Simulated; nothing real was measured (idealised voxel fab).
A process module follows: voxel wiring stack.
Square cells of 5 nm make up the cross-section cut, whose width is 205 nm.
Notation: cross-section as square-cell grid; stated in bands, top first, going down; one or more cell rows per band. What a band's entry tells you: where the top is and where the bottom is, as heights in nm, and after that what lies inside, material by material from left to right, each with its width in nm. Empty space is written as the word "blank", and a single material marked with the word "everywhere" occupies the band from edge to edge. Zero point of the height axis is 0; under it, received wafer = one material. Lowest band: continues down indefinitely, "0 and below". Note: "30..40" means the width goes from the first number (top row of the band) to the second number (bottom row) in equal steps per row of cells. Given "remains unaltered" for a step, no cell of the cross-section differs between before and after that step. Entry "Enclosed internal voids" = empty spaces >= 8 cells with no open way to the top; each as width x height at distance, distance from left edge, all nm. Post-settings text on a step line: simulator's own remark regarding the step. overlay nm: where the mask lay relative to plan, measured to the right, on steps with a mask; negatives go left.

Set out below are the planned steps of the process:
1,RECEIVE (material Si)
2,CONFORMAL_DEP (material SiO2; thk nm 15)
3,DIRECTIONAL_DEP (material TiN; thk nm 5)
4,DIRECTIONAL_DEP (material W; thk nm 25)
5,PATTERN (tone cover; mask id METAL_1; material resist; width nm 30; pitch nm 55; thk nm 15; overlay nm 0)
6,DIRECTIONAL_ETCH (etch materials W; depth nm 25)
7,DIRECTIONAL_ETCH (etch materials TiN; depth nm 5)
8,STRIP (etch materials resist)
9,FILL_DEP (material lowk; thk nm 5)
10,CMP (height nm 45)
11,CONFORMAL_DEP (material SiCN; thk nm 5)
12,DIRECTIONAL_DEP (material SiO2; thk nm 20)
13,DIRECTIONAL_DEP (material aC; thk nm 10)
14,PATTERN (tone open; mask id PLUG_1; material resist; width nm 15; pitch nm 110; thk nm 30; overlay nm 0)
15,DIRECTIONAL_ETCH (etch materials aC; depth nm 10)
16,STRIP (etch materials resist)
17,DIRECTIONAL_ETCH (etch materials SiO2; depth nm 20)
18,DIRECTIONAL_ETCH (etch materials SiCN; depth nm 5)
19,STRIP (etch materials aC)
20,CONFORMAL_DEP (material TiN; thk nm 5)
21,FILL_DEP (material W; thk nm 5)
22,CMP (height nm 70)
23,DIRECTIONAL_DEP (material TiN; thk nm 5)
24,DIRECTIONAL_DEP (material W; thk nm 15)
25,PATTERN (tone cover; mask id METAL_2; material resist; width nm 30; pitch nm 55; thk nm 20; overlay nm 0)
26,DIRECTIONAL_ETCH (etch materials W; depth nm 15)
27,DIRECTIONAL_ETCH (etch materials TiN; depth nm 5)
28,STRIP (etch materials resist)
29,FILL_DEP (material SiO2; thk nm 10)
30,CMP (height nm 90)
31,CONFORMAL_DEP (material SiCN; thk nm 5)
32,DIRECTIONAL_DEP (material lowk; thk nm 30)
33,PATTERN (tone open; mask id METAL_3_HOLES; material resist; width nm 15; pitch nm 55; thk nm 20; overlay nm 0)
34,DIRECTIONAL_ETCH (etch materials lowk; depth nm 30)
35,STRIP (etch materials resist)
36,MASKED_ETCH (tone open; mask id METAL_3; width nm 30; pitch nm 55; etch materials lowk; depth nm 15; overlay nm 0)
37,MASKED_ETCH (tone open; mask id METAL_3; width nm 30; pitch nm 55; etch materials SiCN; depth nm 5; overlay nm 0)
38,CONFORMAL_DEP (material TiN; thk nm 5)
39,FILL_DEP (material Ru; thk nm 10)
40,CMP (height nm 125)
41,CONFORMAL_DEP (material SiN; thk nm 5)

Wafer as received: cross-section following step 1:
	0 and below = Si everywhere
	Enclosed internal voids: none

The first of two wafers, cross-sectioned at the end of the module, with the run proceeding as planned:
	130 down to 125 = SiN everywhere
	125 down to 115 = lowk: 30 / TiN: 5 / Ru: 20 / TiN: 5 / lowk: 25 / TiN: 5 / Ru: 20 / TiN: 5 / lowk: 25 / TiN: 5 / Ru: 20 / TiN: 5 / lowk: 35
	115 down to 110 = lowk: 30 / TiN: 5 / Ru: 5 / TiN: 20 / lowk: 25 / TiN: 5 / Ru: 5 / TiN: 20 / lowk: 25 / TiN: 5 / Ru: 5 / TiN: 20 / lowk: 35
	110 down to 95 = lowk: 30 / TiN: 5 / Ru: 5 / TiN: 5 / lowk: 40 / TiN: 5 / Ru: 5 / TiN: 5 / lowk: 40 / TiN: 5 / Ru: 5 / TiN: 5 / lowk: 50
	95 down to 90 = SiCN: 30 / TiN: 15 / SiCN: 40 / TiN: 15 / SiCN: 40 / TiN: 15 / SiCN: 50
	90 down to 75 = SiO2: 30 / W: 30 / SiO2: 25 / W: 30 / SiO2: 25 / W: 30 / SiO2: 35
	75 down to 70 = SiO2: 30 / TiN: 30 / SiO2: 25 / TiN: 30 / SiO2: 25 / TiN: 30 / SiO2: 35
	70 down to 50 = SiO2: 30 / TiN: 5 / W: 5 / TiN: 5 / SiO2: 95 / TiN: 5 / W: 5 / TiN: 5 / SiO2: 50
	50 down to 45 = SiCN: 30 / TiN: 15 / SiCN: 95 / TiN: 15 / SiCN: 50
	45 down to 20 = lowk: 30 / W: 30 / lowk: 25 / W: 30 / lowk: 25 / W: 30 / lowk: 35
	20 down to 15 = lowk: 30 / TiN: 30 / lowk: 25 / TiN: 30 / lowk: 25 / TiN: 30 / lowk: 35
	15 down to 0 = SiO2 everywhere
	0 and below = Si everywhere
	Enclosed internal voids: none

Second wafer through the module, sectioned at the end: same beginning and same plan as the first wafer, with one mistake in carrying it out:
	130 down to 125 = SiN everywhere
	125 down to 120 = TiN: 35 / Ru: 20 / TiN: 35 / Ru: 20 / TiN: 35 / Ru: 20 / TiN: 40
	120 down to 110 = lowk: 30 / TiN: 5 / Ru: 20 / TiN: 5 / lowk: 25 / TiN: 5 / Ru: 20 / TiN: 5 / lowk: 25 / TiN: 5 / Ru: 20 / TiN: 5 / lowk: 35
	110 down to 105 = lowk: 30 / TiN: 5 / Ru: 5 / TiN: 20 / lowk: 25 / TiN: 5 / Ru: 5 / TiN: 20 / lowk: 25 / TiN: 5 / Ru: 5 / TiN: 20 / lowk: 35
	105 down to 90 = lowk: 30 / TiN: 5 / Ru: 5 / TiN: 5 / lowk: 40 / TiN: 5 / Ru: 5 / TiN: 5 / lowk: 40 / TiN: 5 / Ru: 5 / TiN: 5 / lowk: 50
	90 down to 85 = SiCN: 30 / TiN: 15 / SiCN: 40 / TiN: 15 / SiCN: 40 / TiN: 15 / SiCN: 50
	85 down to 75 = SiO2: 30 / W: 30 / SiO2: 25 / W: 30 / SiO2: 25 / W: 30 / SiO2: 35
	75 down to 70 = SiO2: 30 / TiN: 30 / SiO2: 25 / TiN: 30 / SiO2: 25 / TiN: 30 / SiO2: 35
	70 down to 50 = SiO2: 30 / TiN: 5 / W: 5 / TiN: 5 / SiO2: 95 / TiN: 5 / W: 5 / TiN: 5 / SiO2: 50
	50 down to 45 = SiCN: 30 / TiN: 15 / SiCN: 95 / TiN: 15 / SiCN: 50
	45 down to 20 = lowk: 30 / W: 30 / lowk: 25 / W: 30 / lowk: 25 / W: 30 / lowk: 35
	20 down to 15 = lowk: 30 / TiN: 30 / lowk: 25 / TiN: 30 / lowk: 25 / TiN: 30 / lowk: 35
	15 down to 0 = SiO2 everywhere
	0 and below = Si everywhere
	Enclosed internal voids: none
What was done differently from what was planned? so step 30 ended up running with a different setting than we planned, it ran as CMP (height nm 85)
End check, counted in cells, second wafer has more or fewer of these materials than the first: +12 Ru, -23 SiO2, +29 TiN, -18 W
